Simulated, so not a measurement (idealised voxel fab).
Process module under the name voxel capacitor over wiring
Each square cell in cross-section cut measures 5 nm, and the section as a whole is 160 nm wide.
In what follows, cross-sections appear as grids of square cells, described through bands that run from the top down, where every band is one or more rows of cells. The band entry comprises the height of the band's top followed by the height of its bottom, expressed in nm, and subsequently the band's materials from left to right, each stated together with its width in nm. Where a single material is marked with the word "all across", that material fills the band from edge to edge. The word "air" represents empty space. It should be noted that heights are counted from 0, beneath which the wafer as supplied is of one material throughout, and that the lowest band possesses no lower boundary but continues downward, as written in "0 -> down". Note: "30 to 40" means the width goes from the first number (top row of the band) to the second number (bottom row) in equal steps per row of cells. Step marked "remained unchanged"? Then no cell in the cross-section changed in it. In "Entrapped void list" the enclosed voids are listed, meaning empty spaces of 8 cells or larger without any opening to the top. The form is width x height at distance, distance from the left edge, units nm. Heads up: the bit after the settings on a step's line is the simulator's remark on that step. The line of a step may include "overlay nm". On a step with a mask, this value is how far to the right of its planned place the mask lay. A negative value means the mask lay to the left.
PLANNED STEP LIST FOR THE PROCESS
1. RECEIVE: material Si
2. CONFORMAL_DEP: material SiO2, thk nm 10
3. DIRECTIONAL_DEP: material TiN, thk nm 5
4. DIRECTIONAL_DEP: material Ru, thk nm 15
5. PATTERN: tone cover, mask id METAL_1, material resist, width nm 15, pitch nm 95, thk nm 20, overlay nm 0
6. DIRECTIONAL_ETCH: etch materials Ru, depth nm 15
7. DIRECTIONAL_ETCH: etch materials TiN, depth nm 5
8. STRIP: etch materials resist
9. CONFORMAL_DEP: material SiCN, thk nm 5
10. FILL_DEP: material SiO2, thk nm 5
11. CMP: height nm 30
12. CONFORMAL_DEP: material SiCN, thk nm 5
13. DIRECTIONAL_DEP: material SiO2, thk nm 15
14. DIRECTIONAL_DEP: material aC, thk nm 10
15. PATTERN: tone open, mask id PLUG_1, material resist, width nm 15, thk nm 25, overlay nm 0
16. DIRECTIONAL_ETCH: etch materials aC, depth nm 10
17. STRIP: etch materials resist
18. DIRECTIONAL_ETCH: etch materials SiO2, depth nm 15
19. DIRECTIONAL_ETCH: etch materials SiCN, depth nm 5
20. STRIP: etch materials aC
21. CONFORMAL_DEP: material TiN, thk nm 5
22. FILL_DEP: material Cu, thk nm 5
23. CMP: height nm 50
24. DIRECTIONAL_DEP: material TiN, thk nm 10
25. DIRECTIONAL_DEP: material HfO2, thk nm 5
26. DIRECTIONAL_DEP: material TiN, thk nm 10
27. DIRECTIONAL_DEP: material aC, thk nm 10
28. PATTERN: tone cover, mask id UPPER_PLATE, material resist, width nm 75, thk nm 30, overlay nm 0
29. DIRECTIONAL_ETCH: etch materials aC, depth nm 10
30. STRIP: etch materials resist
31. DIRECTIONAL_ETCH: etch materials TiN, depth nm 10
32. DIRECTIONAL_ETCH: etch materials HfO2, depth nm 5
33. STRIP: etch materials aC
34. DIRECTIONAL_DEP: material aC, thk nm 10
35. PATTERN: tone cover, mask id LOWER_PLATE, material resist, width nm 85, thk nm 25, overlay nm 0
36. DIRECTIONAL_ETCH: etch materials aC, depth nm 10
37. STRIP: etch materials resist
38. DIRECTIONAL_ETCH: etch materials TiN, depth nm 10
39. STRIP: etch materials aC
40. FILL_DEP: material SiO2, thk nm 20
41. CMP: height nm 90
42. MASKED_ETCH: tone open, mask id PLUG_2, width nm 15, etch materials SiO2, depth nm 15, overlay nm 0
43. CONFORMAL_DEP: material TiN, thk nm 5
44. FILL_DEP: material Cu, thk nm 5
45. CMP: height nm 90
46. CONFORMAL_DEP: material SiN, thk nm 5
It is noted that the wafers described herein are identical at the outset and are distinguished by the width nm of step 5; the value stated in the plan corresponds to the first wafer.
THE FIRST OF SEVERAL WAFERS AS RECEIVED, SHOWN IN CROSS-SECTION; THIS IS ITS STATE AFTER STEP 1
    0 -> down | Si all across
    Entrapped void list: none
HERE IS HOW TO READ THE ROWS: EVERY WAFER HAS A ROW, AND IT SHOWS THE WAFER AT THE END OF THE MODULE, GIVING FOR EACH MATERIAL HOW MANY CELLS WERE GAINED (+) OR LOST (-) SINCE THE WAFER WAS RECEIVED, THEN LISTING ITS CLOSED VOIDS
width nm 15, +5 Cu, +15 HfO2, +18 Ru, +67 SiCN, +32 SiN, +385 SiO2, +86 TiN, Entrapped void list: none
width nm 20, +5 Cu, +15 HfO2, +24 Ru, +65 SiCN, +32 SiN, +379 SiO2, +88 TiN, Entrapped void list: none
width nm 25, +5 Cu, +15 HfO2, +30 Ru, +63 SiCN, +32 SiN, +373 SiO2, +90 TiN, Entrapped void list: none
width nm 30, +5 Cu, +15 HfO2, +36 Ru, +61 SiCN, +32 SiN, +367 SiO2, +92 TiN, Entrapped void list: none
width nm 35, +5 Cu, +15 HfO2, +42 Ru, +59 SiCN, +32 SiN, +361 SiO2, +94 TiN, Entrapped void list: none
